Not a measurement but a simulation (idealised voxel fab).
process module | voxel self aligned contacts
cross-section cut | 260 nm wide | cells 5 nm
A cross-section is a grid of square cells, given in bands from the top down. A band is one or more rows of cells.
Each band's line starts with the height of the band's top and of its bottom, in nm. Then come its materials from left to right, each with its width in nm. One material with "throughout" fills the band from edge to edge. "air" is empty space.
Height 0 is the level under which the wafer as received is all one material. The lowest band goes on downwards, as in "0 down".
A width such as "30 to 40" changes by the same amount from each row of cells to the next, from the band's top row to its bottom row.
"no change" after a step means that no cell of the cross-section changed.
closed voids: empty space of 8 cells or more with no open way to the top, each as width x height at its distance from the left edge, in nm
after a step's settings: what the simulator itself notes on the step
overlay nm, on a step with a mask: how far to the right of its planned place the mask lay; to the left if negative
plan
1 op RECEIVE | material Si
2 op OXIDIZE | depth nm 5
3 op DIRECTIONAL_DEP | material polySi | thk nm 30
4 op DIRECTIONAL_DEP | material SiN | thk nm 15
5 op MASKED_ETCH | tone cover | mask id GATE | width nm 25 | pitch nm 60 | etch materials SiN | depth nm 15 | overlay nm 0
6 op MASKED_ETCH | tone cover | mask id GATE | width nm 25 | pitch nm 60 | etch materials polySi | depth nm 30 | overlay nm 0
7 op CONFORMAL_DEP | material SiN | thk nm 5
8 op DIRECTIONAL_ETCH | etch materials SiN | depth nm 5
9 op FILL_DEP | material SiO2 | thk nm 20
10 op CMP | height nm 55
11 op MASKED_ETCH | tone open | mask id CONTACT | width nm 45 | etch materials SiO2 | depth nm 60 | overlay nm 0
12 op CONFORMAL_DEP | material TiN | thk nm 5
13 op FILL_DEP | material W | thk nm 10
14 op CMP | height nm 55
15 op CONFORMAL_DEP | material SiN | thk nm 5
as received, after step 1
  0 down: Si throughout
  closed voids: none
a wafer at the end: this start, this plan, one mistake
  60 to 55: SiN throughout
  55 to 45: SiO2 105 | TiN 5 to 15 | W 35 to 15 | TiN 5 to 15 | SiO2 110
  45 to 20: SiO2 80 | SiN 5 | polySi 25 | SiN 5 | TiN 5 | W 15 | TiN 5 | SiN 5 | polySi 25 | SiN 5 | SiO2 85
  20 to 15: SiO2 80 | SiN 5 | polySi 25 | SiN 5 | TiN 25 | SiN 5 | polySi 25 | SiN 5 | SiO2 85
  15 to 0: polySi throughout
  0 to -5: SiO2 throughout
  -5 down: Si throughout
  closed voids: none
what went wrong: step 4 ran as: op DIRECTIONAL_DEP | material polySi | thk nm 15
